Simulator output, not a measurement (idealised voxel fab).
Name of the process module below: voxel lift off
Square cell edge 5 nm, section width 170 nm, ID cut.
Reading order for cross-sections: top band down to bottom band. Underlying form: a grid of square cells. Band size: one or more rows of cells.
Basically the band line says how high the top is and how high the bottom is, in nm, and then what's in it from left to right, every material with its width in nm. Empty space shows up as "air", and if a single material carries "throughout" it runs the full band edge to edge.
Basically, 0 is our baseline, since under it the wafer straight out of the box is all one material. The bottom band has no lower end and keeps on going down, so it looks like "top 0, no bottom".
A width such as "30..40" changes by the same amount from each row of cells to the next, from the band's top row to its bottom row.
It should be understood that the words "no alterations made", when stated for a given step, signify that the cross-section underwent no change in any of its cells during that step.
Entry "Closed void listing". Content: empty spaces with no open connection to the top, size 8 cells or greater. Each: width x height at distance. Distance: from left edge. Unit: nm.
Heads up: the bit after the settings on a step's line is the simulator's remark on that step.
The setting "overlay nm" may be written on the line of a step. When the step uses a mask, the value reports how far to the right of the planned place the mask lay, and a negative value reports that it lay to the left.

### The following list gives the planned process steps
- 1: RECEIVE, material Si
- 2: CONFORMAL_DEP, material SiO2, thk nm 5
- 3: PATTERN, tone open, mask id LINES, material resist, width nm 30, pitch nm 60, thk nm 25, overlay nm 0
- 4: DIRECTIONAL_DEP, material Ru, thk nm 15
- 5: STRIP, etch materials resist
- 6: CONFORMAL_DEP, material SiCN, thk nm 5
The thk nm used in step 6 is not the same on every wafer, whereas the starting condition is; the value printed in the plan is the first wafer's.

### As-received cross-section, first of several wafers, post step 1
* top 0, no bottom  Si throughout
* Closed void listing: none

### At the end of the module, after its last step, step 6, the first of several wafers appears in cross-section as follows
* top 25, bottom 20  35 of air, 40 of SiCN, 20 of air, 40 of SiCN, 35 of air
* top 20, bottom 10  35 of air, 5 of SiCN, 30 of Ru, 5 of SiCN, 20 of air, 5 of SiCN, 30 of Ru, 5 of SiCN, 35 of air
* top 10, bottom 5  40 of SiCN, 30 of Ru, 30 of SiCN, 30 of Ru, 40 of SiCN
* top 5, bottom 0  SiO2 throughout
* top 0, no bottom  Si throughout
* Closed void listing: none

### Wafer cross-section (last wafer, module end)
* top 40, bottom 25  20 of air, 130 of SiCN, 20 of air
* top 25, bottom 20  SiCN throughout
* top 20, bottom 5  40 of SiCN, 30 of Ru, 30 of SiCN, 30 of Ru, 40 of SiCN
* top 5, bottom 0  SiO2 throughout
* top 0, no bottom  Si throughout
* Closed void listing: none

### Rows = wafers. At module end, each row lists per material the cells gained (+) or lost (-) since the wafer was received, then the closed voids
thk nm 5 | +36 Ru | +46 SiCN | +34 SiO2 | Closed void listing: none
thk nm 10 | +36 Ru | +92 SiCN | +34 SiO2 | Closed void listing: none
thk nm 15 | +36 Ru | +138 SiCN | +34 SiO2 | Closed void listing: none
thk nm 20 | +36 Ru | +178 SiCN | +34 SiO2 | Closed void listing: none
